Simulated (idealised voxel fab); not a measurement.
You're looking at the process module voxel wiring stack.
Pictured: cross-section cut, 250 nm wide, on a grid of 5 nm square cells.
In this document a cross-section is written as a grid of square cells. It is given as a series of bands, listed from the top down, and a band is one or more rows of cells.
Read a band's entry like this: the first values are the height of its top and the height of its bottom in nm, and what follows is the sequence of materials from left to right, each with its width in nm. Note that "empty" is empty space, and that a single material marked "everywhere" reaches across the band from edge to edge.
Heights are expressed relative to 0, this being the level below which the as-received wafer comprises one material exclusively. The lowest band is unbounded in the downward direction and is denoted as in "0 and below".
Graded width ("30..40"): value in top row of band = first number; value in bottom row = second number; row-to-row change constant.
"nothing different", as given for a step, is the statement that not any cell of the cross-section underwent a change during that step.
Voids not open to the top, 8 cells minimum: see "Voids, enclosed". Written width x height at distance; distance is from the left edge; nm.
Read whatever lies past the settings on a step's line as the simulator's own remark about the step.
The "overlay nm" setting may appear on a step's line; for a step that uses a mask, it gives how far to the right of its planned position the mask lay, and a negative value indicates the left.
**plan**
1) RECEIVE, material Si
2) CONFORMAL_DEP, material SiO2, thk nm 10
3) DIRECTIONAL_DEP, material TiN, thk nm 5
4) DIRECTIONAL_DEP, material W, thk nm 25
5) PATTERN, tone cover, mask id METAL_1, material resist, width nm 30, pitch nm 55, thk nm 20, overlay nm 0
6) DIRECTIONAL_ETCH, etch materials W, depth nm 25
7) DIRECTIONAL_ETCH, etch materials TiN, depth nm 5
8) STRIP, etch materials resist
9) CONFORMAL_DEP, material SiN, thk nm 5
10) FILL_DEP, material SiO2, thk nm 10
11) CMP, height nm 40
12) CONFORMAL_DEP, material SiCN, thk nm 5
13) DIRECTIONAL_DEP, material SiO2, thk nm 30
14) PATTERN, tone open, mask id METAL_2_HOLES, material resist, width nm 15, pitch nm 55, thk nm 20, overlay nm 0
15) DIRECTIONAL_ETCH, etch materials SiO2, depth nm 30
16) STRIP, etch materials resist
17) PATTERN, tone open, mask id METAL_2, material resist, width nm 30, pitch nm 55, thk nm 20, overlay nm 0
18) DIRECTIONAL_ETCH, etch materials SiO2, depth nm 20
19) DIRECTIONAL_ETCH, etch materials SiCN, depth nm 5
20) STRIP, etch materials resist
21) CONFORMAL_DEP, material TiN, thk nm 5
22) FILL_DEP, material Ru, thk nm 5
23) CMP, height nm 75
24) CONFORMAL_DEP, material SiCN, thk nm 5
25) DIRECTIONAL_DEP, material SiO2, thk nm 35
26) MASKED_ETCH, tone open, mask id METAL_3_HOLES, width nm 15, pitch nm 55, etch materials SiO2, depth nm 35, overlay nm 0
27) MASKED_ETCH, tone open, mask id METAL_3, width nm 30, pitch nm 55, etch materials SiO2, depth nm 20, overlay nm 0
28) MASKED_ETCH, tone open, mask id METAL_3, width nm 30, pitch nm 55, etch materials SiCN, depth nm 5, overlay nm 0
29) CONFORMAL_DEP, material TiN, thk nm 5
30) FILL_DEP, material Cu, thk nm 10
31) CMP, height nm 115
32) CONFORMAL_DEP, material SiCN, thk nm 5
**Of two wafers, the first: run according to plan**
**Cross-section of the wafer upon arrival, representing the state reached after step 1**
	0 and below = Si everywhere
	Voids, enclosed: none
**Upon completion of step 2, the wafer appears in cross-section as shown**
	10 down to 0 = SiO2 everywhere
	Note: structure below 0 unchanged.
**Upon completion of step 3, the wafer appears in cross-section as shown**
	15 down to 10 = TiN everywhere
	Note: structure below 10 unchanged.
**Upon completion of step 4, the wafer appears in cross-section as shown**
	40 down to 15 = W everywhere
	Note: structure below 15 unchanged.
**Upon completion of step 5, the wafer appears in cross-section as shown**
	60 down to 40 = empty (80)  resist (30)  empty (25)  resist (30)  empty (85)
	Note: structure below 40 unchanged.
**Upon completion of step 6, the wafer appears in cross-section as shown**
	60 down to 40 = empty (80)  resist (30)  empty (25)  resist (30)  empty (85)
	40 down to 15 = empty (80)  W (30)  empty (25)  W (30)  empty (85)
	Note: structure below 15 unchanged.
**Upon completion of step 7, the wafer appears in cross-section as shown**
	60 down to 40 = empty (80)  resist (30)  empty (25)  resist (30)  empty (85)
	40 down to 15 = empty (80)  W (30)  empty (25)  W (30)  empty (85)
	15 down to 10 = empty (80)  TiN (30)  empty (25)  TiN (30)  empty (85)
	Note: structure below 10 unchanged.
**Upon completion of step 8, the wafer appears in cross-section as shown**
	40 down to 15 = empty (80)  W (30)  empty (25)  W (30)  empty (85)
	Note: structure below 15 unchanged.
**Upon completion of step 9, the wafer appears in cross-section as shown**
	45 down to 40 = empty (75)  SiN (40)  empty (15)  SiN (40)  empty (80)
	40 down to 15 = empty (75)  SiN (5)  W (30)  SiN (5)  empty (15)  SiN (5)  W (30)  SiN (5)  empty (80)
	15 down to 10 = SiN (80)  TiN (30)  SiN (25)  TiN (30)  SiN (85)
	Note: structure below 10 unchanged.
**Upon completion of step 10, the wafer appears in cross-section as shown**
	55 down to 45 = SiO2 everywhere
	45 down to 40 = SiO2 (75)  SiN (40)  SiO2 (15)  SiN (40)  SiO2 (80)
	40 down to 15 = SiO2 (75)  SiN (5)  W (30)  SiN (5)  SiO2 (15)  SiN (5)  W (30)  SiN (5)  SiO2 (80)
	Note: structure below 15 unchanged.
**Upon completion of step 11, the wafer appears in cross-section as shown**
	40 down to 15 = SiO2 (75)  SiN (5)  W (30)  SiN (5)  SiO2 (15)  SiN (5)  W (30)  SiN (5)  SiO2 (80)
	Note: structure below 15 unchanged.
**Upon completion of step 12, the wafer appears in cross-section as shown**
	45 down to 40 = SiCN everywhere
	Note: structure below 40 unchanged.
**Upon completion of step 13, the wafer appears in cross-section as shown**
	75 down to 45 = SiO2 everywhere
	Note: structure below 45 unchanged.
**Upon completion of step 14, the wafer appears in cross-section as shown**
	95 down to 75 = resist (80)  empty (15)  resist (40)  empty (15)  resist (100)
	Note: structure below 75 unchanged.
**Upon completion of step 15, the wafer appears in cross-section as shown**
	95 down to 75 = resist (80)  empty (15)  resist (40)  empty (15)  resist (100)
	75 down to 45 = SiO2 (80)  empty (15)  SiO2 (40)  empty (15)  SiO2 (100)
	Note: structure below 45 unchanged.
**Upon completion of step 16, the wafer appears in cross-section as shown**
	75 down to 45 = SiO2 (80)  empty (15)  SiO2 (40)  empty (15)  SiO2 (100)
	Note: structure below 45 unchanged.
**Upon completion of step 17, the wafer appears in cross-section as shown**
	95 down to 75 = resist (80)  empty (30)  resist (25)  empty (30)  resist (85)
	Note: structure below 75 unchanged.
**Upon completion of step 18, the wafer appears in cross-section as shown**
	95 down to 75 = resist (80)  empty (30)  resist (25)  empty (30)  resist (85)
	75 down to 55 = SiO2 (80)  empty (30)  SiO2 (25)  empty (30)  SiO2 (85)
	Note: structure below 55 unchanged.
**Upon completion of step 19, the wafer appears in cross-section as shown**
	95 down to 75 = resist (80)  empty (30)  resist (25)  empty (30)  resist (85)
	75 down to 55 = SiO2 (80)  empty (30)  SiO2 (25)  empty (30)  SiO2 (85)
	55 down to 45 = SiO2 (80)  empty (15)  SiO2 (40)  empty (15)  SiO2 (100)
	45 down to 40 = SiCN (80)  empty (15)  SiCN (40)  empty (15)  SiCN (100)
	Note: structure below 40 unchanged.
**Upon completion of step 20, the wafer appears in cross-section as shown**
	75 down to 55 = SiO2 (80)  empty (30)  SiO2 (25)  empty (30)  SiO2 (85)
	Note: structure below 55 unchanged.
**Upon completion of step 21, the wafer appears in cross-section as shown**
	80 down to 75 = TiN (85)  empty (20)  TiN (35)  empty (20)  TiN (90)
	75 down to 60 = SiO2 (80)  TiN (5)  empty (20)  TiN (5)  SiO2 (25)  TiN (5)  empty (20)  TiN (5)  SiO2 (85)
	60 down to 55 = SiO2 (80)  TiN (5)  empty (5)  TiN (20)  SiO2 (25)  TiN (5)  empty (5)  TiN (20)  SiO2 (85)
	55 down to 45 = SiO2 (80)  TiN (5)  empty (5)  TiN (5)  SiO2 (40)  TiN (5)  empty (5)  TiN (5)  SiO2 (100)
	45 down to 40 = SiCN (80)  TiN (15)  SiCN (40)  TiN (15)  SiCN (100)
	Note: structure below 40 unchanged.
**Upon completion of step 22, the wafer appears in cross-section as shown**
	85 down to 80 = Ru everywhere
	80 down to 75 = TiN (85)  Ru (20)  TiN (35)  Ru (20)  TiN (90)
	75 down to 60 = SiO2 (80)  TiN (5)  Ru (20)  TiN (5)  SiO2 (25)  TiN (5)  Ru (20)  TiN (5)  SiO2 (85)
	60 down to 55 = SiO2 (80)  TiN (5)  Ru (5)  TiN (20)  SiO2 (25)  TiN (5)  Ru (5)  TiN (20)  SiO2 (85)
	55 down to 45 = SiO2 (80)  TiN (5)  Ru (5)  TiN (5)  SiO2 (40)  TiN (5)  Ru (5)  TiN (5)  SiO2 (100)
	Note: structure below 45 unchanged.
**Upon completion of step 23, the wafer appears in cross-section as shown**
	75 down to 60 = SiO2 (80)  TiN (5)  Ru (20)  TiN (5)  SiO2 (25)  TiN (5)  Ru (20)  TiN (5)  SiO2 (85)
	Note: structure below 60 unchanged.
**Upon completion of step 24, the wafer appears in cross-section as shown**
	80 down to 75 = SiCN everywhere
	Note: structure below 75 unchanged.
**Upon completion of step 25, the wafer appears in cross-section as shown**
	115 down to 80 = SiO2 everywhere
	Note: structure below 80 unchanged.
**Upon completion of step 26, the wafer appears in cross-section as shown**
	115 down to 80 = SiO2 (80)  empty (15)  SiO2 (40)  empty (15)  SiO2 (100)
	Note: structure below 80 unchanged.
**Upon completion of step 27, the wafer appears in cross-section as shown**
	115 down to 95 = SiO2 (80)  empty (30)  SiO2 (25)  empty (30)  SiO2 (85)
	Note: structure below 95 unchanged.
**Upon completion of step 28, the wafer appears in cross-section as shown**
	115 down to 95 = SiO2 (80)  empty (30)  SiO2 (25)  empty (30)  SiO2 (85)
	95 down to 80 = SiO2 (80)  empty (15)  SiO2 (40)  empty (15)  SiO2 (100)
	80 down to 75 = SiCN (80)  empty (15)  SiCN (40)  empty (15)  SiCN (100)
	Note: structure below 75 unchanged.
**Upon completion of step 29, the wafer appears in cross-section as shown**
	120 down to 115 = TiN (85)  empty (20)  TiN (35)  empty (20)  TiN (90)
	115 down to 100 = SiO2 (80)  TiN (5)  empty (20)  TiN (5)  SiO2 (25)  TiN (5)  empty (20)  TiN (5)  SiO2 (85)
	100 down to 95 = SiO2 (80)  TiN (5)  empty (5)  TiN (20)  SiO2 (25)  TiN (5)  empty (5)  TiN (20)  SiO2 (85)
	95 down to 80 = SiO2 (80)  TiN (5)  empty (5)  TiN (5)  SiO2 (40)  TiN (5)  empty (5)  TiN (5)  SiO2 (100)
	80 down to 75 = SiCN (80)  TiN (15)  SiCN (40)  TiN (15)  SiCN (100)
	Note: structure below 75 unchanged.
**Upon completion of step 30, the wafer appears in cross-section as shown**
	130 down to 120 = Cu everywhere
	120 down to 115 = TiN (85)  Cu (20)  TiN (35)  Cu (20)  TiN (90)
	115 down to 100 = SiO2 (80)  TiN (5)  Cu (20)  TiN (5)  SiO2 (25)  TiN (5)  Cu (20)  TiN (5)  SiO2 (85)
	100 down to 95 = SiO2 (80)  TiN (5)  Cu (5)  TiN (20)  SiO2 (25)  TiN (5)  Cu (5)  TiN (20)  SiO2 (85)
	95 down to 80 = SiO2 (80)  TiN (5)  Cu (5)  TiN (5)  SiO2 (40)  TiN (5)  Cu (5)  TiN (5)  SiO2 (100)
	Note: structure below 80 unchanged.
**Upon completion of step 31, the wafer appears in cross-section as shown**
	115 down to 100 = SiO2 (80)  TiN (5)  Cu (20)  TiN (5)  SiO2 (25)  TiN (5)  Cu (20)  TiN (5)  SiO2 (85)
	Note: structure below 100 unchanged.
**Upon completion of step 32, the wafer appears in cross-section as shown**
	120 down to 115 = SiCN everywhere
	Note: structure below 115 unchanged.
**Second wafer. Start and plan as for the first. One mistake made in running. Agrees with the first up to and including step 11**
**Second wafer profile in section, at the moment step 12 of the plan was meant to be complete**
	70 down to 40 = SiO2 everywhere
	Note: structure below 40 unchanged.
**Second wafer profile in section, at the moment step 13 of the plan was meant to be complete**
	75 down to 70 = SiCN everywhere
	Note: structure below 70 unchanged.
**Second wafer profile in section, at the moment step 14 of the plan was meant to be complete**
	95 down to 75 = resist (80)  empty (15)  resist (40)  empty (15)  resist (100)
	Note: structure below 75 unchanged.
Second wafer profile in section, at the moment step 15 of the plan was meant to be complete: nothing different
**Second wafer profile in section, at the moment step 16 of the plan was meant to be complete**
	75 down to 70 = SiCN everywhere
	Note: structure below 70 unchanged.
**Second wafer profile in section, at the moment step 17 of the plan was meant to be complete**
	95 down to 75 = resist (80)  empty (30)  resist (25)  empty (30)  resist (85)
	Note: structure below 75 unchanged.
Second wafer profile in section, at the moment step 18 of the plan was meant to be complete: nothing different
**Second wafer profile in section, at the moment step 19 of the plan was meant to be complete**
	95 down to 75 = resist (80)  empty (30)  resist (25)  empty (30)  resist (85)
	75 down to 70 = SiCN (80)  empty (30)  SiCN (25)  empty (30)  SiCN (85)
	Note: structure below 70 unchanged.
**Second wafer profile in section, at the moment step 20 of the plan was meant to be complete**
	75 down to 70 = SiCN (80)  empty (30)  SiCN (25)  empty (30)  SiCN (85)
	Note: structure below 70 unchanged.
**Second wafer profile in section, at the moment step 21 of the plan was meant to be complete**
	80 down to 75 = TiN (85)  empty (20)  TiN (35)  empty (20)  TiN (90)
	75 down to 70 = SiCN (80)  TiN (30)  SiCN (25)  TiN (30)  SiCN (85)
	Note: structure below 70 unchanged.
**Second wafer profile in section, at the moment step 22 of the plan was meant to be complete**
	85 down to 80 = Ru everywhere
	80 down to 75 = TiN (85)  Ru (20)  TiN (35)  Ru (20)  TiN (90)
	Note: structure below 75 unchanged.
**Second wafer profile in section, at the moment step 23 of the plan was meant to be complete**
	75 down to 70 = SiCN (80)  TiN (30)  SiCN (25)  TiN (30)  SiCN (85)
	Note: structure below 70 unchanged.
**Second wafer profile in section, at the moment step 24 of the plan was meant to be complete**
	80 down to 75 = SiCN everywhere
	Note: structure below 75 unchanged.
**Second wafer profile in section, at the moment step 25 of the plan was meant to be complete**
	115 down to 80 = SiO2 everywhere
	Note: structure below 80 unchanged.
**Second wafer profile in section, at the moment step 26 of the plan was meant to be complete**
	115 down to 80 = SiO2 (80)  empty (15)  SiO2 (40)  empty (15)  SiO2 (100)
	Note: structure below 80 unchanged.
**Second wafer profile in section, at the moment step 27 of the plan was meant to be complete**
	115 down to 95 = SiO2 (80)  empty (30)  SiO2 (25)  empty (30)  SiO2 (85)
	Note: structure below 95 unchanged.
**Second wafer profile in section, at the moment step 28 of the plan was meant to be complete**
	115 down to 95 = SiO2 (80)  empty (30)  SiO2 (25)  empty (30)  SiO2 (85)
	95 down to 80 = SiO2 (80)  empty (15)  SiO2 (40)  empty (15)  SiO2 (100)
	80 down to 75 = SiCN (80)  empty (15)  SiCN (40)  empty (15)  SiCN (100)
	Note: structure below 75 unchanged.
**Second wafer profile in section, at the moment step 29 of the plan was meant to be complete**
	120 down to 115 = TiN (85)  empty (20)  TiN (35)  empty (20)  TiN (90)
	115 down to 100 = SiO2 (80)  TiN (5)  empty (20)  TiN (5)  SiO2 (25)  TiN (5)  empty (20)  TiN (5)  SiO2 (85)
	100 down to 95 = SiO2 (80)  TiN (5)  empty (5)  TiN (20)  SiO2 (25)  TiN (5)  empty (5)  TiN (20)  SiO2 (85)
	95 down to 80 = SiO2 (80)  TiN (5)  empty (5)  TiN (5)  SiO2 (40)  TiN (5)  empty (5)  TiN (5)  SiO2 (100)
	80 down to 70 = SiCN (80)  TiN (15..30)  SiCN (40..25)  TiN (15..30)  SiCN (100..85)
	Note: structure below 70 unchanged.
**Second wafer profile in section, at the moment step 30 of the plan was meant to be complete**
	130 down to 120 = Cu everywhere
	120 down to 115 = TiN (85)  Cu (20)  TiN (35)  Cu (20)  TiN (90)
	115 down to 100 = SiO2 (80)  TiN (5)  Cu (20)  TiN (5)  SiO2 (25)  TiN (5)  Cu (20)  TiN (5)  SiO2 (85)
	100 down to 95 = SiO2 (80)  TiN (5)  Cu (5)  TiN (20)  SiO2 (25)  TiN (5)  Cu (5)  TiN (20)  SiO2 (85)
	95 down to 80 = SiO2 (80)  TiN (5)  Cu (5)  TiN (5)  SiO2 (40)  TiN (5)  Cu (5)  TiN (5)  SiO2 (100)
	Note: structure below 80 unchanged.
**Second wafer profile in section, at the moment step 31 of the plan was meant to be complete**
	115 down to 100 = SiO2 (80)  TiN (5)  Cu (20)  TiN (5)  SiO2 (25)  TiN (5)  Cu (20)  TiN (5)  SiO2 (85)
	Note: structure below 100 unchanged.
**Second wafer profile in section, at the moment step 32 of the plan was meant to be complete**
	120 down to 115 = SiCN everywhere
	Note: structure below 115 unchanged.
In executing the process, a mistake was made relative to the plan: the processing plan was not followed for steps 12 and 13, which were run with their positions exchanged
The second wafer ends with more or fewer cells of some materials than the first, per final count: Ru: 30 fewer | SiCN: 6 fewer | SiO2: 60 more | TiN: 24 fewer
